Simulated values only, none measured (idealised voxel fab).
process module | voxel gate over fins
cross-section cut | 195 nm wide | cells 5 nm
A cross-section is a grid of square cells, given in bands from the top down. A band is one or more rows of cells.
Each band's line starts with the height of the band's top and of its bottom, in nm. Then come its materials from left to right, each with its width in nm. One material with "throughout" fills the band from edge to edge. "air" is empty space.
Height 0 is the level under which the wafer as received is all one material. The lowest band goes on downwards, as in "0 down".
A width such as "30 to 40" changes by the same amount from each row of cells to the next, from the band's top row to its bottom row.
"no change" after a step means that no cell of the cross-section changed.
closed voids: empty space of 8 cells or more with no open way to the top, each as width x height at its distance from the left edge, in nm
after a step's settings: what the simulator itself notes on the step
overlay nm, on a step with a mask: how far to the right of its planned place the mask lay; to the left if negative
plan
1 op RECEIVE | material Si
2 op CONFORMAL_DEP | material SiN | thk nm 5
3 op PATTERN | tone cover | mask id FINS | material resist | width nm 15 | pitch nm 40 | thk nm 15 | overlay nm 0
4 op DIRECTIONAL_ETCH | etch materials SiN | depth nm 5
5 op DIRECTIONAL_ETCH | etch materials Si | depth nm 40
6 op STRIP | etch materials resist
7 op FILL_DEP | material SiO2 | thk nm 10
8 op CMP | height nm 5
9 op SELECTIVE_ETCH | etch materials SiO2 | depth nm 20
10 op STRIP | etch materials SiN
11 op CONFORMAL_DEP | material HfO2 | thk nm 5
12 op CONFORMAL_DEP | material TiN | thk nm 5
13 op CONFORMAL_DEP | material TiAl | thk nm 5
14 op CONFORMAL_DEP | material TiN | thk nm 5
15 op FILL_DEP | material W | thk nm 15
16 op CMP | height nm 30
17 op CONFORMAL_DEP | material SiN | thk nm 5
as received, after step 1
  0 down: Si throughout
  closed voids: none
a wafer at the end: this start, this plan, one mistake
  35 to 30: SiN throughout
  30 to 20: W throughout
  20 to 15: W 25 | TiN 145 | W 25
  15 to 10: W 25 | TiN 5 | TiAl 135 | TiN 5 | W 25
  10 to 5: W 25 | TiN 5 | TiAl 5 | TiN 125 | TiAl 5 | TiN 5 | W 25
  5 to 0: TiN 30 | TiAl 5 | TiN 5 | HfO2 35 | TiN 5 | HfO2 35 | TiN 5 | HfO2 35 | TiN 5 | TiAl 5 | TiN 30
  0 to -5: TiAl 35 | TiN 5 | HfO2 5 | Si 25 | HfO2 5 | TiN 5 | HfO2 5 | Si 25 | HfO2 5 | TiN 5 | HfO2 5 | Si 25 | HfO2 5 | TiN 5 | TiAl 35
  -5 to -10: TiN 40 | HfO2 5 | Si 25 | HfO2 5 | TiN 5 | HfO2 5 | Si 25 | HfO2 5 | TiN 5 | HfO2 5 | Si 25 | HfO2 5 | TiN 40
  -10 to -15: HfO2 45 | Si 25 | HfO2 15 | Si 25 | HfO2 15 | Si 25 | HfO2 45
  -15 to -40: SiO2 45 | Si 25 | SiO2 15 | Si 25 | SiO2 15 | Si 25 | SiO2 45
  -40 down: Si throughout
  closed voids: none
what went wrong: step 3 ran as: op PATTERN | tone cover | mask id FINS | material resist | width nm 25 | pitch nm 40 | thk nm 15 | overlay nm 0
